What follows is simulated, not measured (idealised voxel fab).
Process module, titled voxel fin reveal
Shown is cross-section cut, with a width of 205 nm and square cells of size 5 nm.
Cross-sections here: square-cell grids, written as top-down lists of bands, a band being one or more rows of cells. Quick guide to a band line: top height, bottom height (nm) up front; then every material left to right with its width in nm. Only one material and it's marked "everywhere"? Then it fills the band edge to edge. And "blank" just means empty space. Heads up on the height convention: 0 is the point under which the incoming wafer is all one material, and the lowest band has no bottom, it just keeps going down, like "z 0 and below". Think of "30 to 40" as a width that walks from the first number to the second as you go down the band, top row to bottom row, taking equal-sized steps from row to row. Step note "remains unaltered" = no cross-section cell changed. "Enclosed cavities" lists enclosed empty spaces (at least 8 cells, no open path upward to the top), each as width x height at distance from the left edge, in nm. Where a step's line continues beyond its settings, the continuation is a remark by the simulator itself on that step. Among the settings permitted on a step's line is "overlay nm"; applied to a step with a mask, it specifies the extent to which the mask lay to the right of its planned position, whereas a negative figure signifies a position to the left.

Process steps - plan
1: RECEIVE, material Si
2: CONFORMAL_DEP, material SiN, thk nm 5
3: DIRECTIONAL_DEP, material aC, thk nm 10
4: PATTERN, tone cover, mask id FINS, material resist, width nm 15, pitch nm 40, thk nm 25, overlay nm 0
5: DIRECTIONAL_ETCH, etch materials aC, depth nm 10
6: STRIP, etch materials resist
7: DIRECTIONAL_ETCH, etch materials SiN, depth nm 5
8: DIRECTIONAL_ETCH, etch materials Si, depth nm 25
9: STRIP, etch materials aC
10: OXIDIZE, depth nm 5
11: FILL_DEP, material SiO2, thk nm 5
12: CMP, height nm 5
13: SELECTIVE_ETCH, etch materials SiO2, depth nm 15
14: STRIP, etch materials SiN
15: CONFORMAL_DEP, material SiO2, thk nm 5
Heads up: all these wafers start the same, and what changes between them is the depth nm in step 8. The value you see in the plan is just what the first wafer got.

The first of several wafers as received, shown in cross-section; this is its state after step 1
    z 0 and below = Si everywhere
    Enclosed cavities: none

Rows = wafers. At module end, each row lists per material the cells gained (+) or lost (-) since the wafer was received, then the closed voids
depth nm 25 | -222 Si | +205 SiO2 | Enclosed cavities: none
depth nm 30 | -259 Si | +242 SiO2 | Enclosed cavities: none
depth nm 35 | -296 Si | +279 SiO2 | Enclosed cavities: none
depth nm 40 | -333 Si | +316 SiO2 | Enclosed cavities: none
depth nm 45 | -370 Si | +353 SiO2 | Enclosed cavities: none
depth nm 50 | -407 Si | +390 SiO2 | Enclosed cavities: none
